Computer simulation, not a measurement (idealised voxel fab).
Name of the process module below: voxel gate over fins
Xsec cut, 240 nm wide, square cell size 5 nm.
Reading order for cross-sections: top band down to bottom band. Underlying form: a grid of square cells. Band size: one or more rows of cells. What a band's entry tells you: where the top is and where the bottom is, as heights in nm, and after that what lies inside, material by material from left to right, each with its width in nm. Empty space is written as the word "empty", and a single material marked with the word "everywhere" occupies the band from edge to edge. Height reference: 0 = level under which incoming wafer is all one material. Lowest band: no bottom, runs on downward, e.g. "top 0, no bottom". Graded width ("30..40"): value in top row of band = first number; value in bottom row = second number; row-to-row change constant. Any step labelled "nothing different" changed none of the cells in the cross-section. So "Entrapped voids" is basically the list of trapped voids: any empty space of 8 cells or more that can't reach the top through an opening. They're written width x height at distance, the distance being from the left edge, and it's all nm. Post-settings text on a step line: simulator's own remark regarding the step. The optional step-line setting "overlay nm" applies to steps with a mask and quantifies how far to the right of its planned location the mask lay, a negative value indicating leftward placement.

Process steps (planned):
| 1 | RECEIVE | material Si |
| 2 | CONFORMAL_DEP | material SiN | thk nm 5 |
| 3 | PATTERN | tone cover | mask id FINS | material resist | width nm 15 | pitch nm 60 | thk nm 15 | overlay nm 0 |
| 4 | DIRECTIONAL_ETCH | etch materials SiN | depth nm 5 |
| 5 | DIRECTIONAL_ETCH | etch materials Si | depth nm 35 |
| 6 | STRIP | etch materials resist |
| 7 | OXIDIZE | depth nm 5 |
| 8 | FILL_DEP | material SiO2 | thk nm 5 |
| 9 | CMP | height nm 5 |
| 10 | MASKED_ETCH | tone open | mask id RAIL | width nm 15 | etch materials SiO2 | depth nm 35 | overlay nm 0 |
| 11 | CONFORMAL_DEP | material TiN | thk nm 5 |
| 12 | FILL_DEP | material W | thk nm 5 |
| 13 | CMP | height nm 5 |
| 14 | SELECTIVE_ETCH | etch materials W Ru TiN | depth nm 25 |
| 15 | FILL_DEP | material SiO2 | thk nm 5 |
| 16 | CMP | height nm 5 |
| 17 | SELECTIVE_ETCH | etch materials SiO2 | depth nm 10 |
| 18 | STRIP | etch materials SiN |
| 19 | CONFORMAL_DEP | material HfO2 | thk nm 5 |
| 20 | CONFORMAL_DEP | material TiN | thk nm 5 |
| 21 | FILL_DEP | material W | thk nm 15 |
| 22 | CMP | height nm 20 |
| 23 | CONFORMAL_DEP | material SiN | thk nm 5 |
The plan shows the depth nm of step 17 as the first wafer had it; this setting differs between the wafers, which start out alike.

First of several wafers, received after step 1, in cross-section:
- top 0, no bottom: Si everywhere
- Entrapped voids: none

Per-wafer rows below. For each material: cells gained (+) or lost (-) since the wafer was received, as of end of module. Then: closed voids:
depth nm 10; +54 HfO2; -360 Si; +48 SiN; +309 SiO2; +59 TiN; +130 W; Entrapped voids: none
depth nm 15; +60 HfO2; -360 Si; +48 SiN; +264 SiO2; +65 TiN; +163 W; Entrapped voids: none
depth nm 20; +66 HfO2; -360 Si; +48 SiN; +219 SiO2; +71 TiN; +196 W; Entrapped voids: none
depth nm 25; +72 HfO2; -360 Si; +48 SiN; +174 SiO2; +77 TiN; +229 W; Entrapped voids: none
depth nm 30; +80 HfO2; -360 Si; +48 SiN; +132 SiO2; +85 TiN; +255 W; Entrapped voids: none
depth nm 35; +88 HfO2; -360 Si; +48 SiN; +90 SiO2; +93 TiN; +281 W; Entrapped voids: none
